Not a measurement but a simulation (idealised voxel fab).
Documented hereafter: the process module known as voxel local oxidation.
Cross-section cut spans 270 nm and uses square cells 5 nm in size.
Think of the cross-section as a grid of square cells. We describe it in bands, top to bottom, and each band covers one or more rows of those cells. Top height, bottom height, nm. Materials left to right, width each, nm. Single material + "everywhere" = fills band edge to edge. "air" = empty. Zero point of the height axis is 0; under it, received wafer = one material. Lowest band: continues down indefinitely, "top 0, no bottom". Width "30 to 40": first value at the band's top row of cells, second value at its bottom row, equal change from row to row. Key: "all unchanged" - step with no changed cell in the cross-section. The entry "Sealed internal cavities" lists the empty spaces that cover at least 8 cells and have no open path to the top. Each is written as width x height at distance, where the distance is measured from the left edge and all three values are in nm. Note: text after step settings on the step line = simulator remark on that step. overlay nm: on a step with a mask, how far right of its planned place the mask lay; negative means left.

So here's the lineup of process steps we planned
- 1: RECEIVE | material Si
- 2: CONFORMAL_DEP | material SiO2 | thk nm 5
- 3: CONFORMAL_DEP | material SiN | thk nm 15
- 4: PATTERN | tone cover | mask id ACTIVE | material resist | width nm 100 | thk nm 20 | overlay nm 0
- 5: DIRECTIONAL_ETCH | etch materials SiN | depth nm 15
- 6: STRIP | etch materials resist
- 7: SELECTIVE_ETCH | etch materials SiO2 | depth nm 5
- 8: OXIDIZE | depth nm 10
- 9: STRIP | etch materials SiN

Cross-section of the wafer as it came to us, i.e., already through step 1
- top 0, no bottom | Si everywhere
- Sealed internal cavities: none

What the wafer looks like in cross-section after this module, when it starts as shown above and follows the plan above but one mistake is made in running it
- top 5, bottom 0 | 85 air | 90 SiO2 | 95 air
- top 0, bottom -10 | 95 SiO2 | 70 Si | 105 SiO2
- top -10, no bottom | Si everywhere
- Sealed internal cavities: none
Plan not followed: off-plan run, step 4, actual operation and settings PATTERN | tone cover | mask id ACTIVE | material resist | width nm 100 | thk nm 20 | overlay nm -5
